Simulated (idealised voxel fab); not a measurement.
process module | voxel tone inversion
cross-section cut | 200 nm wide | cells 5 nm
A cross-section is a grid of square cells, given in bands from the top down. A band is one or more rows of cells.
Each band's line starts with the height of the band's top and of its bottom, in nm. Then come its materials from left to right, each with its width in nm. One material with "throughout" fills the band from edge to edge. "air" is empty space.
Height 0 is the level under which the wafer as received is all one material. The lowest band goes on downwards, as in "0 down".
A width such as "30 to 40" changes by the same amount from each row of cells to the next, from the band's top row to its bottom row.
"no change" after a step means that no cell of the cross-section changed.
closed voids: empty space of 8 cells or more with no open way to the top, each as width x height at its distance from the left edge, in nm
after a step's settings: what the simulator itself notes on the step
overlay nm, on a step with a mask: how far to the right of its planned place the mask lay; to the left if negative
plan
1 op RECEIVE | material Si
2 op CONFORMAL_DEP | material SiN | thk nm 10
3 op DIRECTIONAL_DEP | material polySi | thk nm 15
4 op PATTERN | tone cover | mask id POSTS | material resist | width nm 15 | pitch nm 35 | thk nm 25 | overlay nm 0
5 op DIRECTIONAL_ETCH | etch materials polySi | depth nm 15
6 op STRIP | etch materials resist
7 op FILL_DEP | material SiO2 | thk nm 10
8 op CMP | height nm 25
9 op STRIP | etch materials polySi
10 op CONFORMAL_DEP | material TiN | thk nm 5
11 op FILL_DEP | material Ru | thk nm 10
12 op CMP | height nm 25
13 op CONFORMAL_DEP | material SiN | thk nm 5
first wafer, as planned
as received, after step 1
  0 down: Si throughout
  closed voids: none
after step 2
  10 to 0: SiN throughout
  below 0: unchanged
after step 3
  25 to 10: polySi throughout
  below 10: unchanged
after step 4
  50 to 25: air 55 | resist 15 | air 20 | resist 15 | air 20 | resist 15 | air 60
  below 25: unchanged
after step 5
  50 to 25: air 55 | resist 15 | air 20 | resist 15 | air 20 | resist 15 | air 60
  25 to 10: air 55 | polySi 15 | air 20 | polySi 15 | air 20 | polySi 15 | air 60
  below 10: unchanged
after step 6
  25 to 10: air 55 | polySi 15 | air 20 | polySi 15 | air 20 | polySi 15 | air 60
  below 10: unchanged
after step 7
  35 to 25: SiO2 throughout
  25 to 10: SiO2 55 | polySi 15 | SiO2 20 | polySi 15 | SiO2 20 | polySi 15 | SiO2 60
  below 10: unchanged
after step 8
  25 to 10: SiO2 55 | polySi 15 | SiO2 20 | polySi 15 | SiO2 20 | polySi 15 | SiO2 60
  below 10: unchanged
after step 9
  25 to 10: SiO2 55 | air 15 | SiO2 20 | air 15 | SiO2 20 | air 15 | SiO2 60
  below 10: unchanged
after step 10
  30 to 25: TiN 60 | air 5 | TiN 30 | air 5 | TiN 30 | air 5 | TiN 65
  25 to 15: SiO2 55 | TiN 5 | air 5 | TiN 5 | SiO2 20 | TiN 5 | air 5 | TiN 5 | SiO2 20 | TiN 5 | air 5 | TiN 5 | SiO2 60
  15 to 10: SiO2 55 | TiN 15 | SiO2 20 | TiN 15 | SiO2 20 | TiN 15 | SiO2 60
  below 10: unchanged
after step 11
  40 to 30: Ru throughout
  30 to 25: TiN 60 | Ru 5 | TiN 30 | Ru 5 | TiN 30 | Ru 5 | TiN 65
  25 to 15: SiO2 55 | TiN 5 | Ru 5 | TiN 5 | SiO2 20 | TiN 5 | Ru 5 | TiN 5 | SiO2 20 | TiN 5 | Ru 5 | TiN 5 | SiO2 60
  below 15: unchanged
after step 12
  25 to 15: SiO2 55 | TiN 5 | Ru 5 | TiN 5 | SiO2 20 | TiN 5 | Ru 5 | TiN 5 | SiO2 20 | TiN 5 | Ru 5 | TiN 5 | SiO2 60
  below 15: unchanged
after step 13
  30 to 25: SiN throughout
  below 25: unchanged
second wafer: like start, like plan, one mistake. Through step 7 it matches the first wafer
when step 8 should have ended
  25 to 10: SiO2 55 | polySi 15 | SiO2 20 | polySi 15 | SiO2 20 | polySi 15 | SiO2 60
  below 10: unchanged
when step 9 should have ended
  25 to 10: SiO2 55 | air 15 | SiO2 20 | air 15 | SiO2 20 | air 15 | SiO2 60
  below 10: unchanged
when step 10 should have ended
  30 to 25: TiN 60 | air 5 | TiN 30 | air 5 | TiN 30 | air 5 | TiN 65
  25 to 15: SiO2 55 | TiN 5 | air 5 | TiN 5 | SiO2 20 | TiN 5 | air 5 | TiN 5 | SiO2 20 | TiN 5 | air 5 | TiN 5 | SiO2 60
  15 to 10: SiO2 55 | TiN 15 | SiO2 20 | TiN 15 | SiO2 20 | TiN 15 | SiO2 60
  below 10: unchanged
when step 11 should have ended
  40 to 30: Ru throughout
  30 to 25: TiN 60 | Ru 5 | TiN 30 | Ru 5 | TiN 30 | Ru 5 | TiN 65
  25 to 15: SiO2 55 | TiN 5 | Ru 5 | TiN 5 | SiO2 20 | TiN 5 | Ru 5 | TiN 5 | SiO2 20 | TiN 5 | Ru 5 | TiN 5 | SiO2 60
  below 15: unchanged
when step 12 should have ended
  25 to 15: SiO2 55 | TiN 5 | Ru 5 | TiN 5 | SiO2 20 | TiN 5 | Ru 5 | TiN 5 | SiO2 20 | TiN 5 | Ru 5 | TiN 5 | SiO2 60
  below 15: unchanged
when step 13 should have ended
  30 to 25: SiN throughout
  below 25: unchanged
what went wrong: step 8 was run twice
at the end the two cross-sections are the same: no effect in what this model computes
